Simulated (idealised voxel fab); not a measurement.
This is a process module. Its name is voxel double patterning.
The cross-section shown here is cut; it is 240 nm wide and divided into square cells measuring 5 nm on a side.
Cross-sections here: square-cell grids, written as top-down lists of bands, a band being one or more rows of cells. In this notation a band is specified by the heights of its top and bottom, in that order and in nm, after which its materials appear from left to right, each paired with its width in nm. The word "throughout" attached to a single material means that material fills the band from edge to edge; the word "empty" stands for empty space. Height datum 0, below which the as-received substrate wafer is one material. Lowest band open at the bottom, running downward: "0 down". Read "30->40" as a graded width: first number on top, second number at the bottom, same change between each pair of neighbouring rows. Any step labelled "remained unchanged" changed none of the cells in the cross-section. Look at "Closed void list" for the closed voids: empty spaces with no open path to the top, sized 8 cells or up. Each is width x height at distance, distance from the left edge, all nm. Read whatever lies past the settings on a step's line as the simulator's own remark about the step. overlay nm: how far to the right of its planned place the mask lay on this masked step (negative: to the left).

Process steps foreseen in the plan
- 1: RECEIVE,material Si
- 2: CONFORMAL_DEP,material SiO2,thk nm 10
- 3: DIRECTIONAL_DEP,material polySi,thk nm 15
- 4: DIRECTIONAL_DEP,material SiN,thk nm 10
- 5: MASKED_ETCH,tone open,mask id FIRST,width nm 15,pitch nm 50,etch materials SiN,depth nm 10,overlay nm 0
- 6: MASKED_ETCH,tone open,mask id SECOND,width nm 15,pitch nm 50,etch materials SiN,depth nm 10,overlay nm 0
- 7: DIRECTIONAL_ETCH,etch materials polySi,depth nm 15
- 8: STRIP,etch materials SiN

Step 1 complete: cross-section of the wafer as received
* 0 down = Si throughout
* Closed void list: none

Cross-section, end of module. Start: as above. Plan: as above. Execution: one mistake
* 15 to 0 = polySi 60 | empty 15 | polySi 10 | empty 15 | polySi 10 | empty 15 | polySi 10 | empty 15 | polySi 10 | empty 15 | polySi 65
* 0 down = Si throughout
* Closed void list: none
Against the plan, the run slipped here: step 2 of the plan: omitted, not performed
